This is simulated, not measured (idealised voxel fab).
Presented below is a process module, voxel transistor to metal.
155 nm wide, 5 nm square cells: that's cross-section cut.
Throughout this document, each cross-section is represented as a grid of square cells and is presented as a sequence of bands enumerated from the top downward, where a band comprises one or more rows of cells. A band entry consists of two parts. The first gives the height of the band's top and the height of its bottom, in nm. The rest lists the band's materials from left to right, each with its width in nm. A single material labelled with the word "full width" fills the band from edge to edge, and the word "blank" marks empty space. Where do heights start? At 0: under that level the wafer as delivered is made of one material only. And the lowest band has no floor; it just carries on downward, as in "0..down". You'd read "30..40" like this: the band's top row of cells is as wide as the first number, its bottom row is as wide as the second, and going down, every row changes width by the same amount as the row before did. Key: "no change occurred" - step with no changed cell in the cross-section. Entry "Closed cavities". Content: empty spaces with no open connection to the top, size 8 cells or greater. Each: width x height at distance. Distance: from left edge. Unit: nm. after a step's settings: what the simulator itself notes on the step. On any step carrying a mask, the "overlay nm" setting, if present on the step's line, tells how far right of its planned place the mask lay; negative values point to the left.
These are the steps we planned for the process
1,RECEIVE, material Si
2,OXIDIZE, depth nm 5
3,CONFORMAL_DEP, material SiN, thk nm 15
4,MASKED_ETCH, tone cover, mask id ACTIVE, width nm 95, etch materials SiN, depth nm 15, overlay nm 0
5,MASKED_ETCH, tone cover, mask id ACTIVE, width nm 95, etch materials SiO2, depth nm 5, overlay nm 0
6,MASKED_ETCH, tone cover, mask id ACTIVE, width nm 95, etch materials Si, depth nm 25, overlay nm 0
7,OXIDIZE, depth nm 5
8,FILL_DEP, material SiO2, thk nm 5
9,CMP, height nm 15
10,SELECTIVE_ETCH, etch materials SiO2, depth nm 10
11,STRIP, etch materials SiN
12,SELECTIVE_ETCH, etch materials SiO2, depth nm 5
13,OXIDIZE, depth nm 5
14,DIRECTIONAL_DEP, material polySi, thk nm 20
15,DIRECTIONAL_DEP, material SiCN, thk nm 10
16,MASKED_ETCH, tone cover, mask id GATE, width nm 15, etch materials SiCN, depth nm 20, overlay nm 0
17,MASKED_ETCH, tone cover, mask id GATE, width nm 15, etch materials polySi, depth nm 30, overlay nm 0
18,CONFORMAL_DEP, material SiO2, thk nm 5
19,DIRECTIONAL_ETCH, etch materials SiO2, depth nm 5
20,CONFORMAL_DEP, material SiN, thk nm 10
21,DIRECTIONAL_ETCH, etch materials SiN, depth nm 10
22,DIRECTIONAL_ETCH, etch materials SiO2, depth nm 5
23,DIRECTIONAL_ETCH, etch materials Si, depth nm 15
24,EPI, material pSi, thk nm 20
25,FILL_DEP, material SiO2, thk nm 10
26,CMP, height nm 25
27,DIRECTIONAL_DEP, material SiO2, thk nm 15
28,PATTERN, tone open, mask id CONTACT, material resist, width nm 20, pitch nm 65, thk nm 15, overlay nm 0
29,DIRECTIONAL_ETCH, etch materials SiO2, depth nm 30
30,STRIP, etch materials resist
31,CONFORMAL_DEP, material TiN, thk nm 5
32,FILL_DEP, material W, thk nm 5
33,CMP, height nm 40
34,DIRECTIONAL_DEP, material TiN, thk nm 5
35,DIRECTIONAL_DEP, material Ru, thk nm 25
36,PATTERN, tone cover, mask id METAL_1, material resist, width nm 20, pitch nm 65, thk nm 15, overlay nm 0
37,DIRECTIONAL_ETCH, etch materials Ru, depth nm 25
38,DIRECTIONAL_ETCH, etch materials TiN, depth nm 5
39,STRIP, etch materials resist
40,FILL_DEP, material lowk, thk nm 10
41,CMP, height nm 70
42,CONFORMAL_DEP, material SiCN, thk nm 5
43,DIRECTIONAL_DEP, material SiO2, thk nm 35
44,MASKED_ETCH, tone open, mask id METAL_2_HOLES, width nm 15, pitch nm 65, etch materials SiO2, depth nm 35, overlay nm 0
45,PATTERN, tone open, mask id METAL_2, material resist, width nm 20, pitch nm 65, thk nm 20, overlay nm 0
46,DIRECTIONAL_ETCH, etch materials SiO2, depth nm 20
47,DIRECTIONAL_ETCH, etch materials SiCN, depth nm 5
48,STRIP, etch materials resist
49,CONFORMAL_DEP, material TiN, thk nm 5
50,FILL_DEP, material Ru, thk nm 5
51,CMP, height nm 110
52,CONFORMAL_DEP, material SiCN, thk nm 5
Cross-section of the wafer as it came to us, i.e., already through step 1
> 0..down = Si full width
> Closed cavities: none
Run as planned - first of the two wafers cross-sectioned at the end of the module
> 115..110 = SiCN full width
> 110..95 = SiO2: 35; TiN: 5; Ru: 10; TiN: 5; SiO2: 45; TiN: 5; Ru: 10; TiN: 5; SiO2: 35
> 95..90 = SiO2: 35; TiN: 5; Ru: 5; TiN: 10; SiO2: 45; TiN: 5; Ru: 5; TiN: 10; SiO2: 35
> 90..75 = SiO2: 35; TiN: 5; Ru: 5; TiN: 5; SiO2: 50; TiN: 5; Ru: 5; TiN: 5; SiO2: 40
> 75..70 = SiCN: 35; TiN: 15; SiCN: 50; TiN: 15; SiCN: 40
> 70..45 = lowk: 35; Ru: 20; lowk: 45; Ru: 20; lowk: 35
> 45..40 = lowk: 35; TiN: 20; lowk: 45; TiN: 20; lowk: 35
> 40..25 = SiO2: 35; TiN: 5; W: 10; TiN: 5; SiO2: 45; TiN: 5; W: 10; TiN: 5; SiO2: 35
> 25..15 = SiO2: 35; TiN: 5; W: 10; TiN: 5; SiN: 10; SiO2: 5; SiCN: 15; SiO2: 5; SiN: 10; TiN: 5; W: 10; TiN: 5; SiO2: 35
> 15..10 = SiO2: 35; TiN: 20; SiN: 10; SiO2: 5; polySi: 15; SiO2: 5; SiN: 10; TiN: 20; SiO2: 35
> 10..0 = SiO2: 30; pSi: 25; SiN: 10; SiO2: 5; polySi: 15; SiO2: 5; SiN: 10; pSi: 25; SiO2: 30
> 0..-5 = SiO2: 30; SiN: 10; pSi: 15; SiN: 10; SiO2: 5; polySi: 15; SiO2: 5; SiN: 10; pSi: 15; SiN: 10; SiO2: 30
> -5..-10 = SiO2: 40; pSi: 15; SiO2: 45; pSi: 15; SiO2: 40
> -10..-25 = SiO2: 35; Si: 5; pSi: 15; Si: 45; pSi: 15; Si: 5; SiO2: 35
> -25..-35 = SiO2: 35; Si: 85; SiO2: 35
> -35..down = Si full width
> Closed cavities: none
So this is wafer number two of the two, cut at the end of the module - it started where the first did and had the same plan, we just got one thing wrong running it
> 115..110 = SiCN full width
> 110..95 = SiO2: 35; TiN: 5; Ru: 10; TiN: 5; SiO2: 45; TiN: 5; Ru: 10; TiN: 5; SiO2: 35
> 95..90 = SiO2: 35; TiN: 5; Ru: 5; TiN: 10; SiO2: 45; TiN: 5; Ru: 5; TiN: 10; SiO2: 35
> 90..75 = SiO2: 35; TiN: 5; Ru: 5; TiN: 5; SiO2: 50; TiN: 5; Ru: 5; TiN: 5; SiO2: 40
> 75..70 = SiCN: 35; TiN: 15; SiCN: 50; TiN: 15; SiCN: 40
> 70..45 = lowk: 35; Ru: 20; lowk: 45; Ru: 20; lowk: 35
> 45..40 = lowk: 35; TiN: 20; lowk: 45; TiN: 20; lowk: 35
> 40..25 = SiO2: 35; TiN: 5; W: 10; TiN: 5; SiO2: 45; TiN: 5; W: 10; TiN: 5; SiO2: 35
> 25..15 = SiO2: 35; TiN: 5; W: 10; TiN: 5; SiO2: 5; SiN: 10; SiCN: 15; SiN: 10; SiO2: 5; TiN: 5; W: 10; TiN: 5; SiO2: 35
> 15..10 = SiO2: 35; TiN: 20; SiO2: 5; SiN: 10; polySi: 15; SiN: 10; SiO2: 5; TiN: 20; SiO2: 35
> 10..-5 = SiO2: 40; pSi: 20; SiN: 10; polySi: 15; SiN: 10; pSi: 20; SiO2: 40
> -5..-10 = SiO2: 25; SiN: 10; pSi: 25; SiN: 10; SiO2: 15; SiN: 10; pSi: 25; SiN: 10; SiO2: 25
> -10..-25 = SiO2: 35; pSi: 25; Si: 35; pSi: 25; SiO2: 35
> -25..-35 = SiO2: 35; Si: 85; SiO2: 35
> -35..down = Si full width
> Closed cavities: none
Finding, execution versus plan: step 18 was dropped from the plan's execution and never run
End check, counted in cells, second wafer has more or fewer of these materials than the first: -12 Si; +4 SiN; -6 SiO2; +14 pSi
